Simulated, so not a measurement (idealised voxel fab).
process module | voxel double patterning
cross-section cut | 265 nm wide | cells 5 nm
A cross-section is a grid of square cells, given in bands from the top down. A band is one or more rows of cells.
Each band's line starts with the height of the band's top and of its bottom, in nm. Then come its materials from left to right, each with its width in nm. One material with "throughout" fills the band from edge to edge. "air" is empty space.
Height 0 is the level under which the wafer as received is all one material. The lowest band goes on downwards, as in "0 down".
A width such as "30 to 40" changes by the same amount from each row of cells to the next, from the band's top row to its bottom row.
"no change" after a step means that no cell of the cross-section changed.
closed voids: empty space of 8 cells or more with no open way to the top, each as width x height at its distance from the left edge, in nm
after a step's settings: what the simulator itself notes on the step
overlay nm, on a step with a mask: how far to the right of its planned place the mask lay; to the left if negative
plan
1 op RECEIVE | material Si
2 op CONFORMAL_DEP | material SiO2 | thk nm 5
3 op DIRECTIONAL_DEP | material W | thk nm 15
4 op DIRECTIONAL_DEP | material SiCN | thk nm 10
5 op PATTERN | tone open | mask id FIRST | material resist | width nm 15 | pitch nm 50 | thk nm 20 | overlay nm 0
6 op DIRECTIONAL_ETCH | etch materials SiCN | depth nm 10
7 op STRIP | etch materials resist
8 op MASKED_ETCH | tone open | mask id SECOND | width nm 15 | pitch nm 50 | etch materials SiCN | depth nm 10 | overlay nm 0
9 op DIRECTIONAL_ETCH | etch materials W | depth nm 15
10 op STRIP | etch materials SiCN
as received, after step 1
  0 down: Si throughout
  closed voids: none
first wafer at the end, as planned
  20 to 5: W 75 | air 15 | W 10 | air 15 | W 10 | air 15 | W 10 | air 15 | W 10 | air 15 | W 75
  5 to 0: SiO2 throughout
  0 down: Si throughout
  closed voids: none
second wafer at the end: like start, like plan, one mistake
  20 to 5: W 75 | air 15 | W 20 | air 30 | W 20 | air 30 | W 75
  5 to 0: SiO2 throughout
  0 down: Si throughout
  closed voids: none
what went wrong: step 8 ran as: op MASKED_ETCH | tone open | mask id SECOND | width nm 15 | pitch nm 50 | etch materials SiCN | depth nm 10 | overlay nm 10
at the end the second wafer has, in cells: as many of each material as the first, in other places
